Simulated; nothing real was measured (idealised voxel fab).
The following process module bears the name voxel ribs on slabs.
Pictured: cross-section cut, 200 nm wide, on a grid of 5 nm square cells.
A cross-section in this document is a grid of square cells, and it is written down as bands, the top band listed before the ones below it; a band is made up of one or more rows of cells.
Per band: top height and bottom height in nm, followed by the left-to-right materials and their widths in nm; "full width" marks a single material spanning edge to edge, "empty" marks empty space.
Below 0: as-received wafer, all one material; heights counted from there. Lowest band: no bottom, goes on down, written "0 and below".
You'd read "30 to 40" like this: the band's top row of cells is as wide as the first number, its bottom row is as wide as the second, and going down, every row changes width by the same amount as the row before did.
You'll sometimes find "same as before" written for a step, and that's the way of saying that nowhere in the cross-section did a cell change during that step.
Each empty space that has no open way to the top and spans at least 8 cells appears under "Cavities, sealed" as width x height at distance, the distance counted from the left edge, all in nm.
What comes after the settings on a step's line is commentary from the simulator itself on that step.
overlay nm: where the mask lay relative to plan, measured to the right, on steps with a mask; negatives go left.
### So here's the lineup of process steps we planned
1: RECEIVE | material Si
2: DIRECTIONAL_DEP | material SiO2 | thk nm 25
3: DIRECTIONAL_DEP | material SiN | thk nm 20
4: DIRECTIONAL_DEP | material aC | thk nm 10
5: PATTERN | tone cover | mask id RIB | material resist | width nm 20 | thk nm 30 | overlay nm 0
6: DIRECTIONAL_ETCH | etch materials aC | depth nm 10
7: STRIP | etch materials resist
8: DIRECTIONAL_ETCH | etch materials SiN | depth nm 10
9: STRIP | etch materials aC
10: PATTERN | tone cover | mask id SLAB | material resist | width nm 80 | thk nm 15 | overlay nm 0
11: DIRECTIONAL_ETCH | etch materials SiN | depth nm 10
12: STRIP | etch materials resist
13: FILL_DEP | material SiO2 | thk nm 25
14: CMP | height nm 65
15: DIRECTIONAL_DEP | material W | thk nm 10
16: PATTERN | tone cover | mask id HEATER | material resist | width nm 30 | thk nm 20 | overlay nm 0
17: DIRECTIONAL_ETCH | etch materials W | depth nm 10
18: STRIP | etch materials resist
19: CONFORMAL_DEP | material SiN | thk nm 5
### This is the cross-section of the wafer as we received it, i.e. after step 1
* 0 and below | Si full width
* Cavities, sealed: none
### First of two wafers at the end of the module, shown in cross-section; run carried out as planned
* 80 down to 75 | 80 nm empty, then 40 nm SiN, then 80 nm empty
* 75 down to 70 | 80 nm empty, then 5 nm SiN, then 30 nm W, then 5 nm SiN, then 80 nm empty
* 70 down to 65 | 85 nm SiN, then 30 nm W, then 85 nm SiN
* 65 down to 45 | SiO2 full width
* 45 down to 35 | 90 nm SiO2, then 20 nm SiN, then 90 nm SiO2
* 35 down to 25 | 60 nm SiO2, then 80 nm SiN, then 60 nm SiO2
* 25 down to 0 | SiO2 full width
* 0 and below | Si full width
* Cavities, sealed: none
### Presented here is a cross-section of the second of the two wafers as it stood at the end of the module. It was started in the same manner and assigned the same plan as the first wafer; however, one mistake was made in its execution
* 80 down to 75 | 80 nm empty, then 40 nm SiN, then 80 nm empty
* 75 down to 70 | 80 nm empty, then 5 nm SiN, then 30 nm W, then 5 nm SiN, then 80 nm empty
* 70 down to 65 | 85 nm SiN, then 30 nm W, then 85 nm SiN
* 65 down to 45 | SiO2 full width
* 45 down to 35 | 60 nm SiO2, then 30 nm SiN, then 20 nm SiO2, then 30 nm SiN, then 60 nm SiO2
* 35 down to 25 | SiN full width
* 25 down to 0 | SiO2 full width
* 0 and below | Si full width
* Cavities, sealed: none
It is concluded that the wafer was processed incorrectly with respect to the plan, in that contrary to plan, step 5 was performed as PATTERN | tone open | mask id RIB | material resist | width nm 20 | thk nm 30 | overlay nm 0
Wrapping up, a cell-based count of both wafers puts the second over or under the first for these materials: 64 more of SiN; 64 fewer of SiO2
